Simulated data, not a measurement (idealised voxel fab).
Documented hereafter: the process module known as voxel wiring stack.
For reference, the cross-section in this document is cut, with width 235 nm and square cells of 5 nm.
Square cells in a grid make up a cross-section in this document, and the grid is given as bands, listed from the top down, each one or more rows of cells. Read a band's entry like this: the first values are the height of its top and the height of its bottom in nm, and what follows is the sequence of materials from left to right, each with its width in nm. Note that "air" is empty space, and that a single material marked "all across" reaches across the band from edge to edge. Height is counted from the level 0, under which the received wafer is composed throughout of one material. The lowest of the bands is not closed at the bottom but continues downward, in the notation "0 and below". Note: "30..40" means the width goes from the first number (top row of the band) to the second number (bottom row) in equal steps per row of cells. You'll sometimes find "nothing changed" written for a step, and that's the way of saying that nowhere in the cross-section did a cell change during that step. Entry "Closed void list". Content: empty spaces with no open connection to the top, size 8 cells or greater. Each: width x height at distance. Distance: from left edge. Unit: nm. Note: text after step settings on the step line = simulator remark on that step. On any step carrying a mask, the "overlay nm" setting, if present on the step's line, tells how far right of its planned place the mask lay; negative values point to the left.

**Below is the list of planned process steps**
1: RECEIVE (material Si)
2: CONFORMAL_DEP (material SiO2; thk nm 15)
3: DIRECTIONAL_DEP (material TiN; thk nm 5)
4: DIRECTIONAL_DEP (material W; thk nm 15)
5: PATTERN (tone cover; mask id METAL_1; material resist; width nm 25; pitch nm 55; thk nm 20; overlay nm 0)
6: DIRECTIONAL_ETCH (etch materials W; depth nm 15)
7: DIRECTIONAL_ETCH (etch materials TiN; depth nm 5)
8: STRIP (etch materials resist)
9: CONFORMAL_DEP (material SiN; thk nm 5)
10: FILL_DEP (material lowk; thk nm 10)
11: CMP (height nm 35)
12: CONFORMAL_DEP (material SiCN; thk nm 5)
13: DIRECTIONAL_DEP (material SiO2; thk nm 20)
14: DIRECTIONAL_DEP (material aC; thk nm 10)
15: PATTERN (tone open; mask id PLUG_1; material resist; width nm 15; pitch nm 110; thk nm 30; overlay nm 0)
16: DIRECTIONAL_ETCH (etch materials aC; depth nm 10)
17: STRIP (etch materials resist)
18: DIRECTIONAL_ETCH (etch materials SiO2; depth nm 20)
19: DIRECTIONAL_ETCH (etch materials SiCN; depth nm 5)
20: STRIP (etch materials aC)
21: CONFORMAL_DEP (material TiN; thk nm 5)
22: FILL_DEP (material Ru; thk nm 5)
23: CMP (height nm 60)
24: DIRECTIONAL_DEP (material TiN; thk nm 5)
25: DIRECTIONAL_DEP (material Ru; thk nm 25)
26: PATTERN (tone cover; mask id METAL_2; material resist; width nm 25; pitch nm 55; thk nm 20; overlay nm 0)
27: DIRECTIONAL_ETCH (etch materials Ru; depth nm 25)
28: DIRECTIONAL_ETCH (etch materials TiN; depth nm 5)
29: STRIP (etch materials resist)
30: FILL_DEP (material SiO2; thk nm 5)
31: CMP (height nm 90)
32: CONFORMAL_DEP (material SiCN; thk nm 5)
33: DIRECTIONAL_DEP (material lowk; thk nm 25)
34: MASKED_ETCH (tone open; mask id METAL_3_HOLES; width nm 15; pitch nm 110; etch materials lowk; depth nm 25; overlay nm 0)
35: PATTERN (tone open; mask id METAL_3; material resist; width nm 25; pitch nm 55; thk nm 20; overlay nm 0)
36: DIRECTIONAL_ETCH (etch materials lowk; depth nm 15)
37: DIRECTIONAL_ETCH (etch materials SiCN; depth nm 5)
38: STRIP (etch materials resist)
39: CONFORMAL_DEP (material TiN; thk nm 5)
40: FILL_DEP (material Cu; thk nm 10)
41: CMP (height nm 120)
42: CONFORMAL_DEP (material SiCN; thk nm 5)
43: DIRECTIONAL_DEP (material SiO2; thk nm 15)
44: PATTERN (tone open; mask id PLUG_3; material resist; width nm 15; pitch nm 55; thk nm 20; overlay nm 0)
45: DIRECTIONAL_ETCH (etch materials SiO2; depth nm 15)
46: DIRECTIONAL_ETCH (etch materials SiCN; depth nm 5)
47: STRIP (etch materials resist)
48: EPI (material Ru; thk nm 10)
49: EPI (material Ru; thk nm 10)
50: CONFORMAL_DEP (material SiCN; thk nm 5)
51: DIRECTIONAL_DEP (material lowk; thk nm 15)
52: MASKED_ETCH (tone open; mask id METAL_4; width nm 25; pitch nm 55; etch materials lowk; depth nm 15; overlay nm 0)
53: MASKED_ETCH (tone open; mask id METAL_4; width nm 25; pitch nm 55; etch materials SiCN; depth nm 5; overlay nm 0)
54: CONFORMAL_DEP (material TiN; thk nm 5)
55: FILL_DEP (material Cu; thk nm 10)
56: CMP (height nm 160)
57: EPI (material Ru; thk nm 5)
58: FILL_DEP (material SiCN; thk nm 5)

**Cross-section of the wafer at receipt, which is the condition after step 1**
	0 and below  Si all across
	Closed void list: none

**First of two wafers: cross-section at end of module, run per plan**
	170 down to 165  SiCN all across
	165 down to 160  15 nm SiCN / 35 nm Ru / 20 nm SiCN / 35 nm Ru / 20 nm SiCN / 35 nm Ru / 20 nm SiCN / 35 nm Ru / 20 nm SiCN
	160 down to 145  20 nm lowk / 5 nm TiN / 15 nm Cu / 5 nm TiN / 30 nm lowk / 5 nm TiN / 15 nm Cu / 5 nm TiN / 30 nm lowk / 5 nm TiN / 15 nm Cu / 5 nm TiN / 30 nm lowk / 5 nm TiN / 15 nm Cu / 5 nm TiN / 25 nm lowk
	145 down to 140  20 nm SiCN / 25 nm TiN / 30 nm SiCN / 25 nm TiN / 30 nm SiCN / 25 nm TiN / 30 nm SiCN / 25 nm TiN / 25 nm SiCN
	140 down to 125  20 nm SiO2 / 15 nm Ru / 40 nm SiO2 / 15 nm Ru / 40 nm SiO2 / 15 nm Ru / 40 nm SiO2 / 15 nm Ru / 35 nm SiO2
	125 down to 120  20 nm SiCN / 15 nm Ru / 40 nm SiCN / 15 nm Ru / 40 nm SiCN / 15 nm Ru / 40 nm SiCN / 15 nm Ru / 35 nm SiCN
	120 down to 110  20 nm lowk / 5 nm TiN / 15 nm Cu / 5 nm TiN / 30 nm lowk / 5 nm TiN / 15 nm Cu / 5 nm TiN / 30 nm lowk / 5 nm TiN / 15 nm Cu / 5 nm TiN / 30 nm lowk / 5 nm TiN / 15 nm Cu / 5 nm TiN / 25 nm lowk
	110 down to 105  20 nm lowk / 5 nm TiN / 5 nm Cu / 15 nm TiN / 30 nm lowk / 25 nm TiN / 30 nm lowk / 5 nm TiN / 5 nm Cu / 15 nm TiN / 30 nm lowk / 25 nm TiN / 25 nm lowk
	105 down to 95  20 nm lowk / 5 nm TiN / 5 nm Cu / 5 nm TiN / 95 nm lowk / 5 nm TiN / 5 nm Cu / 5 nm TiN / 90 nm lowk
	95 down to 90  20 nm SiCN / 15 nm TiN / 95 nm SiCN / 15 nm TiN / 90 nm SiCN
	90 down to 65  20 nm SiO2 / 25 nm Ru / 30 nm SiO2 / 25 nm Ru / 30 nm SiO2 / 25 nm Ru / 30 nm SiO2 / 25 nm Ru / 25 nm SiO2
	65 down to 60  20 nm SiO2 / 25 nm TiN / 30 nm SiO2 / 25 nm TiN / 30 nm SiO2 / 25 nm TiN / 30 nm SiO2 / 25 nm TiN / 25 nm SiO2
	60 down to 40  20 nm SiO2 / 5 nm TiN / 5 nm Ru / 5 nm TiN / 95 nm SiO2 / 5 nm TiN / 5 nm Ru / 5 nm TiN / 90 nm SiO2
	40 down to 35  20 nm SiCN / 15 nm TiN / 95 nm SiCN / 15 nm TiN / 90 nm SiCN
	35 down to 20  15 nm lowk / 5 nm SiN / 25 nm W / 5 nm SiN / 20 nm lowk / 5 nm SiN / 25 nm W / 5 nm SiN / 20 nm lowk / 5 nm SiN / 25 nm W / 5 nm SiN / 20 nm lowk / 5 nm SiN / 25 nm W / 5 nm SiN / 20 nm lowk
	20 down to 15  20 nm SiN / 25 nm TiN / 30 nm SiN / 25 nm TiN / 30 nm SiN / 25 nm TiN / 30 nm SiN / 25 nm TiN / 25 nm SiN
	15 down to 0  SiO2 all across
	0 and below  Si all across
	Closed void list: none

**This is the second of the two wafers, cross-sectioned at the end of the module; it started exactly like the first and was given the same plan, but it was run with one mistake**
	185 down to 180  SiCN all across
	180 down to 175  Ru all across
	175 down to 165  Cu all across
	165 down to 160  25 nm TiN / 15 nm Cu / 40 nm TiN / 15 nm Cu / 40 nm TiN / 15 nm Cu / 40 nm TiN / 15 nm Cu / 30 nm TiN
	160 down to 145  20 nm lowk / 5 nm TiN / 15 nm Cu / 5 nm TiN / 30 nm lowk / 5 nm TiN / 15 nm Cu / 5 nm TiN / 30 nm lowk / 5 nm TiN / 15 nm Cu / 5 nm TiN / 30 nm lowk / 5 nm TiN / 15 nm Cu / 5 nm TiN / 25 nm lowk
	145 down to 140  20 nm SiCN / 25 nm TiN / 30 nm SiCN / 25 nm TiN / 30 nm SiCN / 25 nm TiN / 30 nm SiCN / 25 nm TiN / 25 nm SiCN
	140 down to 125  20 nm SiO2 / 15 nm Ru / 40 nm SiO2 / 15 nm Ru / 40 nm SiO2 / 15 nm Ru / 40 nm SiO2 / 15 nm Ru / 35 nm SiO2
	125 down to 120  20 nm SiCN / 15 nm Ru / 40 nm SiCN / 15 nm Ru / 40 nm SiCN / 15 nm Ru / 40 nm SiCN / 15 nm Ru / 35 nm SiCN
	120 down to 110  20 nm lowk / 5 nm TiN / 15 nm Cu / 5 nm TiN / 30 nm lowk / 5 nm TiN / 15 nm Cu / 5 nm TiN / 30 nm lowk / 5 nm TiN / 15 nm Cu / 5 nm TiN / 30 nm lowk / 5 nm TiN / 15 nm Cu / 5 nm TiN / 25 nm lowk
	110 down to 105  20 nm lowk / 5 nm TiN / 5 nm Cu / 15 nm TiN / 30 nm lowk / 25 nm TiN / 30 nm lowk / 5 nm TiN / 5 nm Cu / 15 nm TiN / 30 nm lowk / 25 nm TiN / 25 nm lowk
	105 down to 95  20 nm lowk / 5 nm TiN / 5 nm Cu / 5 nm TiN / 95 nm lowk / 5 nm TiN / 5 nm Cu / 5 nm TiN / 90 nm lowk
	95 down to 90  20 nm SiCN / 15 nm TiN / 95 nm SiCN / 15 nm TiN / 90 nm SiCN
	90 down to 65  20 nm SiO2 / 25 nm Ru / 30 nm SiO2 / 25 nm Ru / 30 nm SiO2 / 25 nm Ru / 30 nm SiO2 / 25 nm Ru / 25 nm SiO2
	65 down to 60  20 nm SiO2 / 25 nm TiN / 30 nm SiO2 / 25 nm TiN / 30 nm SiO2 / 25 nm TiN / 30 nm SiO2 / 25 nm TiN / 25 nm SiO2
	60 down to 40  20 nm SiO2 / 5 nm TiN / 5 nm Ru / 5 nm TiN / 95 nm SiO2 / 5 nm TiN / 5 nm Ru / 5 nm TiN / 90 nm SiO2
	40 down to 35  20 nm SiCN / 15 nm TiN / 95 nm SiCN / 15 nm TiN / 90 nm SiCN
	35 down to 20  15 nm lowk / 5 nm SiN / 25 nm W / 5 nm SiN / 20 nm lowk / 5 nm SiN / 25 nm W / 5 nm SiN / 20 nm lowk / 5 nm SiN / 25 nm W / 5 nm SiN / 20 nm lowk / 5 nm SiN / 25 nm W / 5 nm SiN / 20 nm lowk
	20 down to 15  20 nm SiN / 25 nm TiN / 30 nm SiN / 25 nm TiN / 30 nm SiN / 25 nm TiN / 30 nm SiN / 25 nm TiN / 25 nm SiN
	15 down to 0  SiO2 all across
	0 and below  Si all across
	Closed void list: none
So what did we get wrong on this run? yeah, step 56 of the plan got skipped, never ran
Wrapping up, a cell-based count of both wafers puts the second over or under the first for these materials: 106 more of Cu | 19 more of Ru | 19 fewer of SiCN | 35 more of TiN
